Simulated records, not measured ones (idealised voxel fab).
The process module that follows is named voxel ribs on slabs.
Section cut is 235 nm wide and gridded with 5 nm square cells.
When this document writes out a cross-section, it uses a grid of square cells and lists it as bands, beginning at the top and moving down, with a band standing for one or more rows of cells.
In this notation a band is specified by the heights of its top and bottom, in that order and in nm, after which its materials appear from left to right, each paired with its width in nm. The word "everywhere" attached to a single material means that material fills the band from edge to edge; the word "air" stands for empty space.
The reference from which all heights are counted is 0, the level beneath which the as-received wafer is entirely one material; the lowest band, having no lower bound, proceeds downward and is written after the example "0 and below".
The expression "30..40" gives the width at the extremes of the band, the first number at its top row of cells and the second at its bottom row, with the width changing by equal amounts from each row to the next in between.
It should be understood that the words "nothing different", when stated for a given step, signify that the cross-section underwent no change in any of its cells during that step.
Closed empty spaces (no open way to the top) of 8 cells or more are what "Sealed void list" lists, each as width x height at distance from the left edge, nm for all three.
Text after the settings on a step's line: the simulator's own remark on that step.
A step line may carry the setting "overlay nm", which, for steps involving a mask, states the distance by which the mask lay to the right of its intended position; negative values denote displacement to the left.
The steps planned for the process are as follows:
- 1: RECEIVE, material Si
- 2: DIRECTIONAL_DEP, material SiO2, thk nm 30
- 3: DIRECTIONAL_DEP, material SiN, thk nm 20
- 4: PATTERN, tone cover, mask id RIB, material resist, width nm 25, thk nm 20, overlay nm 0
- 5: DIRECTIONAL_ETCH, etch materials SiN, depth nm 15
- 6: STRIP, etch materials resist
- 7: DIRECTIONAL_DEP, material aC, thk nm 15
- 8: PATTERN, tone cover, mask id SLAB, material resist, width nm 65, thk nm 35, overlay nm 0
- 9: DIRECTIONAL_ETCH, etch materials aC, depth nm 15
- 10: STRIP, etch materials resist
- 11: DIRECTIONAL_ETCH, etch materials SiN, depth nm 5
- 12: STRIP, etch materials aC
- 13: FILL_DEP, material SiO2, thk nm 25
- 14: CMP, height nm 65
- 15: DIRECTIONAL_DEP, material W, thk nm 5
- 16: MASKED_ETCH, tone cover, mask id HEATER, width nm 35, etch materials W, depth nm 5, overlay nm 0
- 17: CONFORMAL_DEP, material SiO2, thk nm 5
Shown in cross-section is the wafer as received, that is, as it stands after step 1:
  0 and below | Si everywhere
  Sealed void list: none
One mistake in running the module, otherwise start and plan as above: cross-section at the end:
  75 down to 70 | air (95) / SiO2 (45) / air (95)
  70 down to 65 | SiO2 (100) / W (35) / SiO2 (100)
  65 down to 50 | SiO2 everywhere
  50 down to 45 | SiO2 (85) / SiN (20) / SiO2 (25) / SiN (20) / SiO2 (85)
  45 down to 35 | SiN (105) / SiO2 (25) / SiN (105)
  35 down to 30 | SiN everywhere
  30 down to 0 | SiO2 everywhere
  0 and below | Si everywhere
  Sealed void list: none
Run error: step 4 was processed under conditions differing from the plan, specifically as PATTERN, tone open, mask id RIB, material resist, width nm 25, thk nm 20, overlay nm 0
